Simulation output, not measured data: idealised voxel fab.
The name of this process module is voxel trench capacitor.
FYI the section here is cut, 255 nm wide, cells are 5 nm squares.
In this document a cross-section is written as a grid of square cells. It is given as a series of bands, listed from the top down, and a band is one or more rows of cells.
Per band: top height and bottom height in nm, followed by the left-to-right materials and their widths in nm; "edge to edge" marks a single material spanning edge to edge, "blank" marks empty space.
All heights in this document are referenced to 0, defined as the level beneath which the wafer, as received, consists entirely of one material. The lowest band is not bounded below; it extends indefinitely downward and is written in the form "0 nm and below".
You'd read "30 to 40" like this: the band's top row of cells is as wide as the first number, its bottom row is as wide as the second, and going down, every row changes width by the same amount as the row before did.
Where a step carries "stayed the same", the cross-section came out of it unchanged, cell for cell.
Entry "Closed void roster" = empty spaces >= 8 cells with no open way to the top; each as width x height at distance, distance from left edge, all nm.
If you see something after the settings on a step's line, that's the simulator's own remark about that step.
Regarding "overlay nm": on a step with a mask, it is the distance the mask lay to the right of its planned place; a negative value places it to the left.

**Process steps (planned)**
1: RECEIVE | material Si
2: CONFORMAL_DEP | material SiN | thk nm 5
3: PATTERN | tone open | mask id TRENCH | material resist | width nm 25 | pitch nm 50 | thk nm 20 | overlay nm 0
4: DIRECTIONAL_ETCH | etch materials SiN | depth nm 5
5: DIRECTIONAL_ETCH | etch materials Si | depth nm 30
6: STRIP | etch materials resist
7: CONFORMAL_DEP | material HfO2 | thk nm 5
8: CONFORMAL_DEP | material TiN | thk nm 5
9: FILL_DEP | material W | thk nm 10
10: CMP | height nm 5

**First of two wafers: run as planned**

**Incoming wafer in cross-section (state: after step 1)**
- 0 nm and below | Si edge to edge
- Closed void roster: none

**Wafer section view after processing step 2**
- 5 nm to 0 nm | SiN edge to edge
- Heights below 0 show no change.

**Wafer section view after processing step 3**
- 25 nm to 5 nm | resist 65, then blank 25, then resist 25, then blank 25, then resist 25, then blank 25, then resist 65
- Heights below 5 show no change.

**Wafer section view after processing step 4**
- 25 nm to 5 nm | resist 65, then blank 25, then resist 25, then blank 25, then resist 25, then blank 25, then resist 65
- 5 nm to 0 nm | SiN 65, then blank 25, then SiN 25, then blank 25, then SiN 25, then blank 25, then SiN 65
- Heights below 0 show no change.

**Wafer section view after processing step 5**
- 25 nm to 5 nm | resist 65, then blank 25, then resist 25, then blank 25, then resist 25, then blank 25, then resist 65
- 5 nm to 0 nm | SiN 65, then blank 25, then SiN 25, then blank 25, then SiN 25, then blank 25, then SiN 65
- 0 nm to -30 nm | Si 65, then blank 25, then Si 25, then blank 25, then Si 25, then blank 25, then Si 65
- Heights below -30 show no change.

**Wafer section view after processing step 6**
- 5 nm to 0 nm | SiN 65, then blank 25, then SiN 25, then blank 25, then SiN 25, then blank 25, then SiN 65
- Heights below 0 show no change.

**Wafer section view after processing step 7**
- 10 nm to 5 nm | HfO2 70, then blank 15, then HfO2 35, then blank 15, then HfO2 35, then blank 15, then HfO2 70
- 5 nm to 0 nm | SiN 65, then HfO2 5, then blank 15, then HfO2 5, then SiN 25, then HfO2 5, then blank 15, then HfO2 5, then SiN 25, then HfO2 5, then blank 15, then HfO2 5, then SiN 65
- 0 nm to -25 nm | Si 65, then HfO2 5, then blank 15, then HfO2 5, then Si 25, then HfO2 5, then blank 15, then HfO2 5, then Si 25, then HfO2 5, then blank 15, then HfO2 5, then Si 65
- -25 nm to -30 nm | Si 65, then HfO2 25, then Si 25, then HfO2 25, then Si 25, then HfO2 25, then Si 65
- Heights below -30 show no change.

**Wafer section view after processing step 8**
- 15 nm to 10 nm | TiN 75, then blank 5, then TiN 45, then blank 5, then TiN 45, then blank 5, then TiN 75
- 10 nm to 5 nm | HfO2 70, then TiN 5, then blank 5, then TiN 5, then HfO2 35, then TiN 5, then blank 5, then TiN 5, then HfO2 35, then TiN 5, then blank 5, then TiN 5, then HfO2 70
- 5 nm to 0 nm | SiN 65, then HfO2 5, then TiN 5, then blank 5, then TiN 5, then HfO2 5, then SiN 25, then HfO2 5, then TiN 5, then blank 5, then TiN 5, then HfO2 5, then SiN 25, then HfO2 5, then TiN 5, then blank 5, then TiN 5, then HfO2 5, then SiN 65
- 0 nm to -20 nm | Si 65, then HfO2 5, then TiN 5, then blank 5, then TiN 5, then HfO2 5, then Si 25, then HfO2 5, then TiN 5, then blank 5, then TiN 5, then HfO2 5, then Si 25, then HfO2 5, then TiN 5, then blank 5, then TiN 5, then HfO2 5, then Si 65
- -20 nm to -25 nm | Si 65, then HfO2 5, then TiN 15, then HfO2 5, then Si 25, then HfO2 5, then TiN 15, then HfO2 5, then Si 25, then HfO2 5, then TiN 15, then HfO2 5, then Si 65
- Heights below -25 show no change.

**Wafer section view after processing step 9**
- 25 nm to 15 nm | W edge to edge
- 15 nm to 10 nm | TiN 75, then W 5, then TiN 45, then W 5, then TiN 45, then W 5, then TiN 75
- 10 nm to 5 nm | HfO2 70, then TiN 5, then W 5, then TiN 5, then HfO2 35, then TiN 5, then W 5, then TiN 5, then HfO2 35, then TiN 5, then W 5, then TiN 5, then HfO2 70
- 5 nm to 0 nm | SiN 65, then HfO2 5, then TiN 5, then W 5, then TiN 5, then HfO2 5, then SiN 25, then HfO2 5, then TiN 5, then W 5, then TiN 5, then HfO2 5, then SiN 25, then HfO2 5, then TiN 5, then W 5, then TiN 5, then HfO2 5, then SiN 65
- 0 nm to -20 nm | Si 65, then HfO2 5, then TiN 5, then W 5, then TiN 5, then HfO2 5, then Si 25, then HfO2 5, then TiN 5, then W 5, then TiN 5, then HfO2 5, then Si 25, then HfO2 5, then TiN 5, then W 5, then TiN 5, then HfO2 5, then Si 65
- Heights below -20 show no change.

**Wafer section view after processing step 10**
- 5 nm to 0 nm | SiN 65, then HfO2 5, then TiN 5, then W 5, then TiN 5, then HfO2 5, then SiN 25, then HfO2 5, then TiN 5, then W 5, then TiN 5, then HfO2 5, then SiN 25, then HfO2 5, then TiN 5, then W 5, then TiN 5, then HfO2 5, then SiN 65
- Heights below 0 show no change.

**What follows concerns the second wafer, which started out like the first and was meant to follow the very same plan; one mistake crept in when it was run, but everything up to and including step 2 is the same as for the first wafer**

**Cross-sectional view of the second wafer at the intended end time of process step 3**
- 25 nm to 5 nm | blank 65, then resist 25, then blank 25, then resist 25, then blank 25, then resist 25, then blank 65
- Heights below 5 show no change.

**Cross-sectional view of the second wafer at the intended end time of process step 4**
- 25 nm to 5 nm | blank 65, then resist 25, then blank 25, then resist 25, then blank 25, then resist 25, then blank 65
- 5 nm to 0 nm | blank 65, then SiN 25, then blank 25, then SiN 25, then blank 25, then SiN 25, then blank 65
- Heights below 0 show no change.

**Cross-sectional view of the second wafer at the intended end time of process step 5**
- 25 nm to 5 nm | blank 65, then resist 25, then blank 25, then resist 25, then blank 25, then resist 25, then blank 65
- 5 nm to 0 nm | blank 65, then SiN 25, then blank 25, then SiN 25, then blank 25, then SiN 25, then blank 65
- 0 nm to -30 nm | blank 65, then Si 25, then blank 25, then Si 25, then blank 25, then Si 25, then blank 65
- Heights below -30 show no change.

**Cross-sectional view of the second wafer at the intended end time of process step 6**
- 5 nm to 0 nm | blank 65, then SiN 25, then blank 25, then SiN 25, then blank 25, then SiN 25, then blank 65
- Heights below 0 show no change.

**Cross-sectional view of the second wafer at the intended end time of process step 7**
- 10 nm to 5 nm | blank 60, then HfO2 35, then blank 15, then HfO2 35, then blank 15, then HfO2 35, then blank 60
- 5 nm to 0 nm | blank 60, then HfO2 5, then SiN 25, then HfO2 5, then blank 15, then HfO2 5, then SiN 25, then HfO2 5, then blank 15, then HfO2 5, then SiN 25, then HfO2 5, then blank 60
- 0 nm to -25 nm | blank 60, then HfO2 5, then Si 25, then HfO2 5, then blank 15, then HfO2 5, then Si 25, then HfO2 5, then blank 15, then HfO2 5, then Si 25, then HfO2 5, then blank 60
- -25 nm to -30 nm | HfO2 65, then Si 25, then HfO2 25, then Si 25, then HfO2 25, then Si 25, then HfO2 65
- Heights below -30 show no change.

**Cross-sectional view of the second wafer at the intended end time of process step 8**
- 15 nm to 10 nm | blank 55, then TiN 45, then blank 5, then TiN 45, then blank 5, then TiN 45, then blank 55
- 10 nm to 5 nm | blank 55, then TiN 5, then HfO2 35, then TiN 5, then blank 5, then TiN 5, then HfO2 35, then TiN 5, then blank 5, then TiN 5, then HfO2 35, then TiN 5, then blank 55
- 5 nm to 0 nm | blank 55, then TiN 5, then HfO2 5, then SiN 25, then HfO2 5, then TiN 5, then blank 5, then TiN 5, then HfO2 5, then SiN 25, then HfO2 5, then TiN 5, then blank 5, then TiN 5, then HfO2 5, then SiN 25, then HfO2 5, then TiN 5, then blank 55
- 0 nm to -20 nm | blank 55, then TiN 5, then HfO2 5, then Si 25, then HfO2 5, then TiN 5, then blank 5, then TiN 5, then HfO2 5, then Si 25, then HfO2 5, then TiN 5, then blank 5, then TiN 5, then HfO2 5, then Si 25, then HfO2 5, then TiN 5, then blank 55
- -20 nm to -25 nm | TiN 60, then HfO2 5, then Si 25, then HfO2 5, then TiN 15, then HfO2 5, then Si 25, then HfO2 5, then TiN 15, then HfO2 5, then Si 25, then HfO2 5, then TiN 60
- Heights below -25 show no change.

**Cross-sectional view of the second wafer at the intended end time of process step 9**
- 25 nm to 15 nm | W edge to edge
- 15 nm to 10 nm | W 55, then TiN 45, then W 5, then TiN 45, then W 5, then TiN 45, then W 55
- 10 nm to 5 nm | W 55, then TiN 5, then HfO2 35, then TiN 5, then W 5, then TiN 5, then HfO2 35, then TiN 5, then W 5, then TiN 5, then HfO2 35, then TiN 5, then W 55
- 5 nm to 0 nm | W 55, then TiN 5, then HfO2 5, then SiN 25, then HfO2 5, then TiN 5, then W 5, then TiN 5, then HfO2 5, then SiN 25, then HfO2 5, then TiN 5, then W 5, then TiN 5, then HfO2 5, then SiN 25, then HfO2 5, then TiN 5, then W 55
- 0 nm to -20 nm | W 55, then TiN 5, then HfO2 5, then Si 25, then HfO2 5, then TiN 5, then W 5, then TiN 5, then HfO2 5, then Si 25, then HfO2 5, then TiN 5, then W 5, then TiN 5, then HfO2 5, then Si 25, then HfO2 5, then TiN 5, then W 55
- Heights below -20 show no change.

**Cross-sectional view of the second wafer at the intended end time of process step 10**
- 5 nm to 0 nm | W 55, then TiN 5, then HfO2 5, then SiN 25, then HfO2 5, then TiN 5, then W 5, then TiN 5, then HfO2 5, then SiN 25, then HfO2 5, then TiN 5, then W 5, then TiN 5, then HfO2 5, then SiN 25, then HfO2 5, then TiN 5, then W 55
- Heights below 0 show no change.
What went wrong in running the wafer? step 3 went in with a setting other than planned; the actual run was PATTERN | tone cover | mask id TRENCH | material resist | width nm 25 | pitch nm 50 | thk nm 20 | overlay nm 0
Heads up, by the end the second wafer has more or fewer cells of some materials compared to the first: +21 HfO2; -126 Si; -21 SiN; +21 TiN; +105 W
